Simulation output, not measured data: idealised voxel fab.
process module | voxel lift off
cross-section cut | 250 nm wide | cells 5 nm
A cross-section is a grid of square cells, given in bands from the top down. A band is one or more rows of cells.
Each band's line starts with the height of the band's top and of its bottom, in nm. Then come its materials from left to right, each with its width in nm. One material with "throughout" fills the band from edge to edge. "air" is empty space.
Height 0 is the level under which the wafer as received is all one material. The lowest band goes on downwards, as in "0 down".
A width such as "30 to 40" changes by the same amount from each row of cells to the next, from the band's top row to its bottom row.
"no change" after a step means that no cell of the cross-section changed.
closed voids: empty space of 8 cells or more with no open way to the top, each as width x height at its distance from the left edge, in nm
after a step's settings: what the simulator itself notes on the step
overlay nm, on a step with a mask: how far to the right of its planned place the mask lay; to the left if negative
plan
1 op RECEIVE | material Si
2 op CONFORMAL_DEP | material SiO2 | thk nm 15
3 op PATTERN | tone open | mask id LINES | material resist | width nm 15 | pitch nm 30 | thk nm 25 | overlay nm 0
4 op DIRECTIONAL_DEP | material Ru | thk nm 15
5 op STRIP | etch materials resist
6 op CONFORMAL_DEP | material SiCN | thk nm 5
as received, after step 1
  0 down: Si throughout
  closed voids: none
first wafer at the end, as planned
  35 to 30: air 80 | SiCN 25 | air 5 | SiCN 25 | air 5 | SiCN 25 | air 85
  30 to 20: air 80 | SiCN 5 | Ru 15 | SiCN 5 | air 5 | SiCN 5 | Ru 15 | SiCN 5 | air 5 | SiCN 5 | Ru 15 | SiCN 5 | air 85
  20 to 15: SiCN 85 | Ru 15 | SiCN 15 | Ru 15 | SiCN 15 | Ru 15 | SiCN 90
  15 to 0: SiO2 throughout
  0 down: Si throughout
  closed voids: none
second wafer at the end: like start, like plan, one mistake
  20 to 15: SiCN throughout
  15 to 0: SiO2 throughout
  0 down: Si throughout
  closed voids: none
what went wrong: step 4 was left out
at the end the second wafer has, in cells: 27 fewer of Ru | 18 fewer of SiCN
